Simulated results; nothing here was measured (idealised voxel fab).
process module | voxel ribs on slabs
cross-section cut | 295 nm wide | cells 5 nm
A cross-section is a grid of square cells, given in bands from the top down. A band is one or more rows of cells.
Each band's line starts with the height of the band's top and of its bottom, in nm. Then come its materials from left to right, each with its width in nm. One material with "throughout" fills the band from edge to edge. "air" is empty space.
Height 0 is the level under which the wafer as received is all one material. The lowest band goes on downwards, as in "0 down".
A width such as "30 to 40" changes by the same amount from each row of cells to the next, from the band's top row to its bottom row.
"no change" after a step means that no cell of the cross-section changed.
closed voids: empty space of 8 cells or more with no open way to the top, each as width x height at its distance from the left edge, in nm
after a step's settings: what the simulator itself notes on the step
overlay nm, on a step with a mask: how far to the right of its planned place the mask lay; to the left if negative
plan
1 op RECEIVE | material Si
2 op DIRECTIONAL_DEP | material SiO2 | thk nm 20
3 op DIRECTIONAL_DEP | material SiN | thk nm 25
4 op MASKED_ETCH | tone cover | mask id RIB | width nm 30 | etch materials SiN | depth nm 5 | overlay nm 0
5 op PATTERN | tone cover | mask id SLAB | material resist | width nm 60 | thk nm 20 | overlay nm 0
6 op DIRECTIONAL_ETCH | etch materials SiN | depth nm 20
7 op STRIP | etch materials resist
8 op FILL_DEP | material SiO2 | thk nm 25
9 op CMP | height nm 65
10 op DIRECTIONAL_DEP | material W | thk nm 5
11 op DIRECTIONAL_DEP | material aC | thk nm 10
12 op PATTERN | tone cover | mask id HEATER | material resist | width nm 40 | thk nm 30 | overlay nm 0
13 op DIRECTIONAL_ETCH | etch materials aC | depth nm 10
14 op STRIP | etch materials resist
15 op DIRECTIONAL_ETCH | etch materials W | depth nm 5
16 op STRIP | etch materials aC
17 op CONFORMAL_DEP | material SiO2 | thk nm 5
as received, after step 1
  0 down: Si throughout
  closed voids: none
first wafer at the end, as planned
  75 to 70: air 120 | SiO2 50 | air 125
  70 to 65: SiO2 125 | W 40 | SiO2 130
  65 to 45: SiO2 throughout
  45 to 40: SiO2 130 | SiN 30 | SiO2 135
  40 to 20: SiO2 115 | SiN 60 | SiO2 120
  20 to 0: SiO2 throughout
  0 down: Si throughout
  closed voids: none
second wafer at the end: like start, like plan, one mistake
  75 to 70: air 115 | SiO2 50 | air 130
  70 to 65: SiO2 120 | W 40 | SiO2 135
  65 to 45: SiO2 throughout
  45 to 40: SiO2 130 | SiN 30 | SiO2 135
  40 to 20: SiO2 115 | SiN 60 | SiO2 120
  20 to 0: SiO2 throughout
  0 down: Si throughout
  closed voids: none
what went wrong: step 12 ran as: op PATTERN | tone cover | mask id HEATER | material resist | width nm 40 | thk nm 30 | overlay nm -5
at the end the second wafer has, in cells: as many of each material as the first, in other places
